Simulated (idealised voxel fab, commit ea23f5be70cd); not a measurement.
Presented below is a process module, voxel plated lines.
For reference, the cross-section in this document is cut, with width 265 nm and square cells of 5 nm.
Bands, listed from the top down, are how a cross-section gets written in this document; the cross-section itself is a grid of square cells, and a band is one or more rows of them.
Band entry format. Leading values: height of top, height of bottom, nm. Remainder: materials in left-to-right order, each with its width in nm. Special words: "throughout" on a single material, which then fills the band edge to edge; "blank", empty space.
Height is counted from the level 0, under which the received wafer is composed throughout of one material. The lowest of the bands is not closed at the bottom but continues downward, in the notation "0 -> down".
When a width is written as two numbers, as in "30..40", the first number is the width in the top row of cells of the band and the second is the width in its bottom row, and the width changes by the same amount from each row to the next.
It should be understood that the words "all unchanged", when stated for a given step, signify that the cross-section underwent no change in any of its cells during that step.
Any empty space of 8 cells or more lacking an open way to the top shows up in "Closed internal cavities" as width x height at distance, distance from the left edge, in nm.
Step line, after settings: the simulator's comment on this step.
The setting "overlay nm" may be written on the line of a step. When the step uses a mask, the value reports how far to the right of the planned place the mask lay, and a negative value reports that it lay to the left.

Here's what the planned process steps look like
- 1: RECEIVE (material Si)
- 2: CONFORMAL_DEP (material SiN; thk nm 10)
- 3: DIRECTIONAL_DEP (material TiN; thk nm 5)
- 4: PATTERN (tone open; mask id LINES; material resist; width nm 25; pitch nm 50; thk nm 15; overlay nm 0)
- 5: EPI (material Ru; thk nm 10)
- 6: STRIP (etch materials resist)
- 7: DIRECTIONAL_ETCH (etch materials TiN; depth nm 5)
- 8: CONFORMAL_DEP (material SiO2; thk nm 10)

The cross-section here shows the wafer as received, i.e. in its state after step 1
  0 -> down | Si throughout
  Closed internal cavities: none

The module was run from the start shown above using the plan shown above, but one mistake was made doing it; the resulting wafer cross-section is below
  25 -> 15 | blank=70, Ru=25, blank=25, Ru=25, blank=25, Ru=25, blank=70
  15 -> 10 | blank=70, TiN=25, blank=25, TiN=25, blank=25, TiN=25, blank=70
  10 -> 0 | SiN throughout
  0 -> down | Si throughout
  Closed internal cavities: none
The plan and the run diverged here: with respect to the plan, step 8 was omitted and not executed
